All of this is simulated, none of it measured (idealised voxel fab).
Title: Process Module voxel double patterning
We display cut, a cross-section 300 nm in width whose square cells are each 5 nm.
Format of a cross-section: grid, square cells. Given as bands. Order: top down. Band: one or more rows of cells.
Look at the band entry: it leads with the top's height and the bottom's height in nm. Then it lists the materials left to right, with a width in nm for each. The word "throughout" on a single material says that material fills the band edge to edge. The word "blank" is empty space.
The level at which height equals 0 is the one under which the wafer, as it arrives, is entirely one material. No lower edge exists for the bottom band, which continues downward and is notated as in "0..down".
The width entry "30->40" should be interpreted row by row: the top row of cells in the band takes the first number, the bottom row takes the second number, and the change between adjacent rows is uniform throughout.
Basically "stayed the same" means that step didn't change any cell in the cross-section.
So "Closed internal voids" is basically the list of trapped voids: any empty space of 8 cells or more that can't reach the top through an opening. They're written width x height at distance, the distance being from the left edge, and it's all nm.
Step line, after settings: the simulator's comment on this step.
"overlay nm", when on a step's line for a step with a mask, measures how far to the right of its planned place the mask lay; a negative measure means to the left.

Below is the list of planned process steps
| 1 | RECEIVE | material Si |
| 2 | CONFORMAL_DEP | material SiO2 | thk nm 10 |
| 3 | DIRECTIONAL_DEP | material TiN | thk nm 15 |
| 4 | DIRECTIONAL_DEP | material SiCN | thk nm 5 |
| 5 | DIRECTIONAL_DEP | material aC | thk nm 10 |
| 6 | PATTERN | tone open | mask id FIRST | material resist | width nm 15 | pitch nm 50 | thk nm 30 | overlay nm 0 |
| 7 | DIRECTIONAL_ETCH | etch materials aC | depth nm 10 |
| 8 | STRIP | etch materials resist |
| 9 | DIRECTIONAL_ETCH | etch materials SiCN | depth nm 5 |
| 10 | STRIP | etch materials aC |
| 11 | MASKED_ETCH | tone open | mask id SECOND | width nm 15 | pitch nm 50 | etch materials SiCN | depth nm 5 | overlay nm 0 |
| 12 | DIRECTIONAL_ETCH | etch materials TiN | depth nm 15 |
| 13 | STRIP | etch materials SiCN |

Cross-section, incoming material, after step 1
- 0..down | Si throughout
- Closed internal voids: none

Cross-section taken at module completion on the first of two wafers; processed per the plan
- 25..10 | TiN 90 nm / blank 15 nm / TiN 10 nm / blank 15 nm / TiN 10 nm / blank 15 nm / TiN 10 nm / blank 15 nm / TiN 10 nm / blank 15 nm / TiN 95 nm
- 10..0 | SiO2 throughout
- 0..down | Si throughout
- Closed internal voids: none

So this is wafer number two of the two, cut at the end of the module - it started where the first did and had the same plan, we just got one thing wrong running it
- 25..10 | TiN 90 nm / blank 15 nm / TiN 10 nm / blank 20 nm / TiN 5 nm / blank 15 nm / TiN 10 nm / blank 20 nm / TiN 5 nm / blank 15 nm / TiN 95 nm
- 10..0 | SiO2 throughout
- 0..down | Si throughout
- Closed internal voids: none
Deviation noted in wafer processing: the process deviated at step 11: the operation and settings actually run there were MASKED_ETCH | tone open | mask id SECOND | width nm 20 | pitch nm 50 | etch materials SiCN | depth nm 5 | overlay nm 0
Wrapping up, a cell-based count of both wafers puts the second over or under the first for these materials: 6 fewer of TiN
